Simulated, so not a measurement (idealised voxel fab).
process module | voxel local oxidation
cross-section cut | 225 nm wide | cells 5 nm
A cross-section is a grid of square cells, given in bands from the top down. A band is one or more rows of cells.
Each band's line starts with the height of the band's top and of its bottom, in nm. Then come its materials from left to right, each with its width in nm. One material with "throughout" fills the band from edge to edge. "air" is empty space.
Height 0 is the level under which the wafer as received is all one material. The lowest band goes on downwards, as in "0 down".
A width such as "30 to 40" changes by the same amount from each row of cells to the next, from the band's top row to its bottom row.
"no change" after a step means that no cell of the cross-section changed.
closed voids: empty space of 8 cells or more with no open way to the top, each as width x height at its distance from the left edge, in nm
after a step's settings: what the simulator itself notes on the step
overlay nm, on a step with a mask: how far to the right of its planned place the mask lay; to the left if negative
plan
1 op RECEIVE | material Si
2 op OXIDIZE | depth nm 5
3 op CONFORMAL_DEP | material SiN | thk nm 15
4 op MASKED_ETCH | tone cover | mask id ACTIVE | width nm 95 | etch materials SiN | depth nm 15 | overlay nm 0
5 op SELECTIVE_ETCH | etch materials SiO2 | depth nm 5
6 op OXIDIZE | depth nm 15
7 op STRIP | etch materials SiN
as received, after step 1
  0 down: Si throughout
  closed voids: none
a wafer at the end: this start, this plan, one mistake
  0 to -5: SiO2 60 | air 105 | SiO2 60
  -5 to -20: Si 45 | SiO2 135 | Si 45
  -20 down: Si throughout
  closed voids: none
what went wrong: step 4 ran as: op MASKED_ETCH | tone open | mask id ACTIVE | width nm 95 | etch materials SiN | depth nm 15 | overlay nm 0
